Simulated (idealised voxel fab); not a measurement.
process module | voxel wiring stack
cross-section cut | 235 nm wide | cells 5 nm
A cross-section is a grid of square cells, given in bands from the top down. A band is one or more rows of cells.
Each band's line starts with the height of the band's top and of its bottom, in nm. Then come its materials from left to right, each with its width in nm. One material with "throughout" fills the band from edge to edge. "air" is empty space.
Height 0 is the level under which the wafer as received is all one material. The lowest band goes on downwards, as in "0 down".
A width such as "30 to 40" changes by the same amount from each row of cells to the next, from the band's top row to its bottom row.
"no change" after a step means that no cell of the cross-section changed.
closed voids: empty space of 8 cells or more with no open way to the top, each as width x height at its distance from the left edge, in nm
after a step's settings: what the simulator itself notes on the step
overlay nm, on a step with a mask: how far to the right of its planned place the mask lay; to the left if negative
plan
1 op RECEIVE | material Si
2 op CONFORMAL_DEP | material SiO2 | thk nm 10
3 op CONFORMAL_DEP | material SiN | thk nm 5
4 op DIRECTIONAL_DEP | material lowk | thk nm 25
5 op DIRECTIONAL_DEP | material aC | thk nm 15
6 op PATTERN | tone open | mask id METAL_1 | material resist | width nm 25 | pitch nm 45 | thk nm 30 | overlay nm 0
7 op DIRECTIONAL_ETCH | etch materials aC | depth nm 15
8 op STRIP | etch materials resist
9 op DIRECTIONAL_ETCH | etch materials lowk | depth nm 25
10 op DIRECTIONAL_ETCH | etch materials SiN | depth nm 5
11 op STRIP | etch materials aC
12 op CONFORMAL_DEP | material TiN | thk nm 5
13 op FILL_DEP | material Ru | thk nm 10
14 op CMP | height nm 40
15 op CONFORMAL_DEP | material SiCN | thk nm 5
16 op DIRECTIONAL_DEP | material lowk | thk nm 30
17 op PATTERN | tone open | mask id METAL_2_HOLES | material resist | width nm 15 | pitch nm 90 | thk nm 20 | overlay nm 0
18 op DIRECTIONAL_ETCH | etch materials lowk | depth nm 30
19 op STRIP | etch materials resist
20 op PATTERN | tone open | mask id METAL_2 | material resist | width nm 25 | pitch nm 45 | thk nm 15 | overlay nm 0
21 op DIRECTIONAL_ETCH | etch materials lowk | depth nm 15
22 op DIRECTIONAL_ETCH | etch materials SiCN | depth nm 5
23 op STRIP | etch materials resist
24 op CONFORMAL_DEP | material TiN | thk nm 5
25 op FILL_DEP | material Cu | thk nm 10
26 op CMP | height nm 75
27 op CONFORMAL_DEP | material SiCN | thk nm 5
28 op DIRECTIONAL_DEP | material SiO2 | thk nm 30
29 op MASKED_ETCH | tone open | mask id METAL_3 | width nm 25 | pitch nm 45 | etch materials SiO2 | depth nm 15 | overlay nm 0
30 op PATTERN | tone open | mask id METAL_3_HOLES | material resist | width nm 15 | pitch nm 90 | thk nm 20 | overlay nm 0
31 op DIRECTIONAL_ETCH | etch materials SiO2 | depth nm 15
32 op DIRECTIONAL_ETCH | etch materials SiCN | depth nm 5
33 op STRIP | etch materials resist
34 op CONFORMAL_DEP | material TiN | thk nm 5
35 op FILL_DEP | material Ru | thk nm 5
36 op CMP | height nm 110
37 op CONFORMAL_DEP | material SiN | thk nm 5
first wafer, as planned
as received, after step 1
  0 down: Si throughout
  closed voids: none
after step 2
  10 to 0: SiO2 throughout
  below 0: unchanged
after step 3
  15 to 10: SiN throughout
  below 10: unchanged
after step 4
  40 to 15: lowk throughout
  below 15: unchanged
after step 5
  55 to 40: aC throughout
  below 40: unchanged
after step 6
  85 to 55: resist 60 | air 25 | resist 20 | air 25 | resist 20 | air 25 | resist 60
  below 55: unchanged
after step 7
  70 to 55: resist 60 | air 25 | resist 20 | air 25 | resist 20 | air 25 | resist 60
  55 to 40: aC 60 | air 25 | aC 20 | air 25 | aC 20 | air 25 | aC 60
  below 40: unchanged
after step 8
  55 to 40: aC 60 | air 25 | aC 20 | air 25 | aC 20 | air 25 | aC 60
  below 40: unchanged
after step 9
  55 to 40: aC 60 | air 25 | aC 20 | air 25 | aC 20 | air 25 | aC 60
  40 to 15: lowk 60 | air 25 | lowk 20 | air 25 | lowk 20 | air 25 | lowk 60
  below 15: unchanged
after step 10
  55 to 40: aC 60 | air 25 | aC 20 | air 25 | aC 20 | air 25 | aC 60
  40 to 15: lowk 60 | air 25 | lowk 20 | air 25 | lowk 20 | air 25 | lowk 60
  15 to 10: SiN 60 | air 25 | SiN 20 | air 25 | SiN 20 | air 25 | SiN 60
  below 10: unchanged
after step 11
  40 to 15: lowk 60 | air 25 | lowk 20 | air 25 | lowk 20 | air 25 | lowk 60
  below 15: unchanged
after step 12
  45 to 40: TiN 65 | air 15 | TiN 30 | air 15 | TiN 30 | air 15 | TiN 65
  40 to 15: lowk 60 | TiN 5 | air 15 | TiN 5 | lowk 20 | TiN 5 | air 15 | TiN 5 | lowk 20 | TiN 5 | air 15 | TiN 5 | lowk 60
  15 to 10: SiN 60 | TiN 25 | SiN 20 | TiN 25 | SiN 20 | TiN 25 | SiN 60
  below 10: unchanged
after step 13
  55 to 45: Ru throughout
  45 to 40: TiN 65 | Ru 15 | TiN 30 | Ru 15 | TiN 30 | Ru 15 | TiN 65
  40 to 15: lowk 60 | TiN 5 | Ru 15 | TiN 5 | lowk 20 | TiN 5 | Ru 15 | TiN 5 | lowk 20 | TiN 5 | Ru 15 | TiN 5 | lowk 60
  below 15: unchanged
after step 14
  40 to 15: lowk 60 | TiN 5 | Ru 15 | TiN 5 | lowk 20 | TiN 5 | Ru 15 | TiN 5 | lowk 20 | TiN 5 | Ru 15 | TiN 5 | lowk 60
  below 15: unchanged
after step 15
  45 to 40: SiCN throughout
  below 40: unchanged
after step 16
  75 to 45: lowk throughout
  below 45: unchanged
after step 17
  95 to 75: resist 60 | air 15 | resist 75 | air 15 | resist 70
  below 75: unchanged
after step 18
  95 to 75: resist 60 | air 15 | resist 75 | air 15 | resist 70
  75 to 45: lowk 60 | air 15 | lowk 75 | air 15 | lowk 70
  below 45: unchanged
after step 19
  75 to 45: lowk 60 | air 15 | lowk 75 | air 15 | lowk 70
  below 45: unchanged
after step 20
  90 to 75: resist 60 | air 25 | resist 20 | air 25 | resist 20 | air 25 | resist 60
  below 75: unchanged
after step 21
  90 to 75: resist 60 | air 25 | resist 20 | air 25 | resist 20 | air 25 | resist 60
  75 to 60: lowk 60 | air 25 | lowk 20 | air 25 | lowk 20 | air 25 | lowk 60
  below 60: unchanged
after step 22
  90 to 75: resist 60 | air 25 | resist 20 | air 25 | resist 20 | air 25 | resist 60
  75 to 60: lowk 60 | air 25 | lowk 20 | air 25 | lowk 20 | air 25 | lowk 60
  60 to 45: lowk 60 | air 15 | lowk 75 | air 15 | lowk 70
  45 to 40: SiCN 60 | air 15 | SiCN 75 | air 15 | SiCN 70
  below 40: unchanged
after step 23
  75 to 60: lowk 60 | air 25 | lowk 20 | air 25 | lowk 20 | air 25 | lowk 60
  below 60: unchanged
after step 24
  80 to 75: TiN 65 | air 15 | TiN 30 | air 15 | TiN 30 | air 15 | TiN 65
  75 to 65: lowk 60 | TiN 5 | air 15 | TiN 5 | lowk 20 | TiN 5 | air 15 | TiN 5 | lowk 20 | TiN 5 | air 15 | TiN 5 | lowk 60
  65 to 60: lowk 60 | TiN 5 | air 5 | TiN 15 | lowk 20 | TiN 25 | lowk 20 | TiN 5 | air 5 | TiN 15 | lowk 60
  60 to 45: lowk 60 | TiN 5 | air 5 | TiN 5 | lowk 75 | TiN 5 | air 5 | TiN 5 | lowk 70
  45 to 40: SiCN 60 | TiN 15 | SiCN 75 | TiN 15 | SiCN 70
  below 40: unchanged
after step 25
  90 to 80: Cu throughout
  80 to 75: TiN 65 | Cu 15 | TiN 30 | Cu 15 | TiN 30 | Cu 15 | TiN 65
  75 to 65: lowk 60 | TiN 5 | Cu 15 | TiN 5 | lowk 20 | TiN 5 | Cu 15 | TiN 5 | lowk 20 | TiN 5 | Cu 15 | TiN 5 | lowk 60
  65 to 60: lowk 60 | TiN 5 | Cu 5 | TiN 15 | lowk 20 | TiN 25 | lowk 20 | TiN 5 | Cu 5 | TiN 15 | lowk 60
  60 to 45: lowk 60 | TiN 5 | Cu 5 | TiN 5 | lowk 75 | TiN 5 | Cu 5 | TiN 5 | lowk 70
  below 45: unchanged
after step 26
  75 to 65: lowk 60 | TiN 5 | Cu 15 | TiN 5 | lowk 20 | TiN 5 | Cu 15 | TiN 5 | lowk 20 | TiN 5 | Cu 15 | TiN 5 | lowk 60
  below 65: unchanged
after step 27
  80 to 75: SiCN throughout
  below 75: unchanged
after step 28
  110 to 80: SiO2 throughout
  below 80: unchanged
after step 29
  110 to 95: SiO2 60 | air 25 | SiO2 20 | air 25 | SiO2 20 | air 25 | SiO2 60
  below 95: unchanged
after step 30
  130 to 110: resist 60 | air 15 | resist 75 | air 15 | resist 70
  110 to 95: SiO2 60 | air 15 | resist 10 | SiO2 20 | resist 25 | SiO2 20 | air 15 | resist 10 | SiO2 60
  below 95: unchanged
after step 31
  130 to 110: resist 60 | air 15 | resist 75 | air 15 | resist 70
  110 to 95: SiO2 60 | air 15 | resist 10 | SiO2 20 | resist 25 | SiO2 20 | air 15 | resist 10 | SiO2 60
  95 to 80: SiO2 60 | air 15 | SiO2 75 | air 15 | SiO2 70
  below 80: unchanged
after step 32
  130 to 110: resist 60 | air 15 | resist 75 | air 15 | resist 70
  110 to 95: SiO2 60 | air 15 | resist 10 | SiO2 20 | resist 25 | SiO2 20 | air 15 | resist 10 | SiO2 60
  95 to 80: SiO2 60 | air 15 | SiO2 75 | air 15 | SiO2 70
  80 to 75: SiCN 60 | air 15 | SiCN 75 | air 15 | SiCN 70
  below 75: unchanged
after step 33
  110 to 95: SiO2 60 | air 25 | SiO2 20 | air 25 | SiO2 20 | air 25 | SiO2 60
  below 95: unchanged
after step 34
  115 to 110: TiN 65 | air 15 | TiN 30 | air 15 | TiN 30 | air 15 | TiN 65
  110 to 100: SiO2 60 | TiN 5 | air 15 | TiN 5 | SiO2 20 | TiN 5 | air 15 | TiN 5 | SiO2 20 | TiN 5 | air 15 | TiN 5 | SiO2 60
  100 to 95: SiO2 60 | TiN 5 | air 5 | TiN 15 | SiO2 20 | TiN 25 | SiO2 20 | TiN 5 | air 5 | TiN 15 | SiO2 60
  95 to 80: SiO2 60 | TiN 5 | air 5 | TiN 5 | SiO2 75 | TiN 5 | air 5 | TiN 5 | SiO2 70
  80 to 75: SiCN 60 | TiN 15 | SiCN 75 | TiN 15 | SiCN 70
  below 75: unchanged
after step 35
  120 to 115: Ru throughout
  115 to 110: TiN 65 | Ru 15 | TiN 30 | Ru 15 | TiN 30 | Ru 15 | TiN 65
  110 to 100: SiO2 60 | TiN 5 | Ru 15 | TiN 5 | SiO2 20 | TiN 5 | Ru 15 | TiN 5 | SiO2 20 | TiN 5 | Ru 15 | TiN 5 | SiO2 60
  100 to 95: SiO2 60 | TiN 5 | Ru 5 | TiN 15 | SiO2 20 | TiN 25 | SiO2 20 | TiN 5 | Ru 5 | TiN 15 | SiO2 60
  95 to 80: SiO2 60 | TiN 5 | Ru 5 | TiN 5 | SiO2 75 | TiN 5 | Ru 5 | TiN 5 | SiO2 70
  below 80: unchanged
after step 36
  110 to 100: SiO2 60 | TiN 5 | Ru 15 | TiN 5 | SiO2 20 | TiN 5 | Ru 15 | TiN 5 | SiO2 20 | TiN 5 | Ru 15 | TiN 5 | SiO2 60
  below 100: unchanged
after step 37
  115 to 110: SiN throughout
  below 110: unchanged
second wafer: like start, like plan, one mistake. Through step 24 it matches the first wafer
when step 25 should have ended
  90 to 80: SiN throughout
  80 to 75: TiN 65 | SiN 15 | TiN 30 | SiN 15 | TiN 30 | SiN 15 | TiN 65
  75 to 65: lowk 60 | TiN 5 | SiN 15 | TiN 5 | lowk 20 | TiN 5 | SiN 15 | TiN 5 | lowk 20 | TiN 5 | SiN 15 | TiN 5 | lowk 60
  65 to 60: lowk 60 | TiN 5 | SiN 5 | TiN 15 | lowk 20 | TiN 25 | lowk 20 | TiN 5 | SiN 5 | TiN 15 | lowk 60
  60 to 45: lowk 60 | TiN 5 | SiN 5 | TiN 5 | lowk 75 | TiN 5 | SiN 5 | TiN 5 | lowk 70
  below 45: unchanged
when step 26 should have ended
  75 to 65: lowk 60 | TiN 5 | SiN 15 | TiN 5 | lowk 20 | TiN 5 | SiN 15 | TiN 5 | lowk 20 | TiN 5 | SiN 15 | TiN 5 | lowk 60
  below 65: unchanged
when step 27 should have ended
  80 to 75: SiCN throughout
  below 75: unchanged
when step 28 should have ended
  110 to 80: SiO2 throughout
  below 80: unchanged
when step 29 should have ended
  110 to 95: SiO2 60 | air 25 | SiO2 20 | air 25 | SiO2 20 | air 25 | SiO2 60
  below 95: unchanged
when step 30 should have ended
  130 to 110: resist 60 | air 15 | resist 75 | air 15 | resist 70
  110 to 95: SiO2 60 | air 15 | resist 10 | SiO2 20 | resist 25 | SiO2 20 | air 15 | resist 10 | SiO2 60
  below 95: unchanged
when step 31 should have ended
  130 to 110: resist 60 | air 15 | resist 75 | air 15 | resist 70
  110 to 95: SiO2 60 | air 15 | resist 10 | SiO2 20 | resist 25 | SiO2 20 | air 15 | resist 10 | SiO2 60
  95 to 80: SiO2 60 | air 15 | SiO2 75 | air 15 | SiO2 70
  below 80: unchanged
when step 32 should have ended
  130 to 110: resist 60 | air 15 | resist 75 | air 15 | resist 70
  110 to 95: SiO2 60 | air 15 | resist 10 | SiO2 20 | resist 25 | SiO2 20 | air 15 | resist 10 | SiO2 60
  95 to 80: SiO2 60 | air 15 | SiO2 75 | air 15 | SiO2 70
  80 to 75: SiCN 60 | air 15 | SiCN 75 | air 15 | SiCN 70
  below 75: unchanged
when step 33 should have ended
  110 to 95: SiO2 60 | air 25 | SiO2 20 | air 25 | SiO2 20 | air 25 | SiO2 60
  below 95: unchanged
when step 34 should have ended
  115 to 110: TiN 65 | air 15 | TiN 30 | air 15 | TiN 30 | air 15 | TiN 65
  110 to 100: SiO2 60 | TiN 5 | air 15 | TiN 5 | SiO2 20 | TiN 5 | air 15 | TiN 5 | SiO2 20 | TiN 5 | air 15 | TiN 5 | SiO2 60
  100 to 95: SiO2 60 | TiN 5 | air 5 | TiN 15 | SiO2 20 | TiN 25 | SiO2 20 | TiN 5 | air 5 | TiN 15 | SiO2 60
  95 to 80: SiO2 60 | TiN 5 | air 5 | TiN 5 | SiO2 75 | TiN 5 | air 5 | TiN 5 | SiO2 70
  80 to 75: SiCN 60 | TiN 15 | SiCN 75 | TiN 15 | SiCN 70
  below 75: unchanged
when step 35 should have ended
  120 to 115: Ru throughout
  115 to 110: TiN 65 | Ru 15 | TiN 30 | Ru 15 | TiN 30 | Ru 15 | TiN 65
  110 to 100: SiO2 60 | TiN 5 | Ru 15 | TiN 5 | SiO2 20 | TiN 5 | Ru 15 | TiN 5 | SiO2 20 | TiN 5 | Ru 15 | TiN 5 | SiO2 60
  100 to 95: SiO2 60 | TiN 5 | Ru 5 | TiN 15 | SiO2 20 | TiN 25 | SiO2 20 | TiN 5 | Ru 5 | TiN 15 | SiO2 60
  95 to 80: SiO2 60 | TiN 5 | Ru 5 | TiN 5 | SiO2 75 | TiN 5 | Ru 5 | TiN 5 | SiO2 70
  below 80: unchanged
when step 36 should have ended
  110 to 100: SiO2 60 | TiN 5 | Ru 15 | TiN 5 | SiO2 20 | TiN 5 | Ru 15 | TiN 5 | SiO2 20 | TiN 5 | Ru 15 | TiN 5 | SiO2 60
  below 100: unchanged
when step 37 should have ended
  115 to 110: SiN throughout
  below 110: unchanged
what went wrong: step 25 ran as: op FILL_DEP | material SiN | thk nm 10
at the end the second wafer has, in cells: 26 fewer of Cu | 26 more of SiN
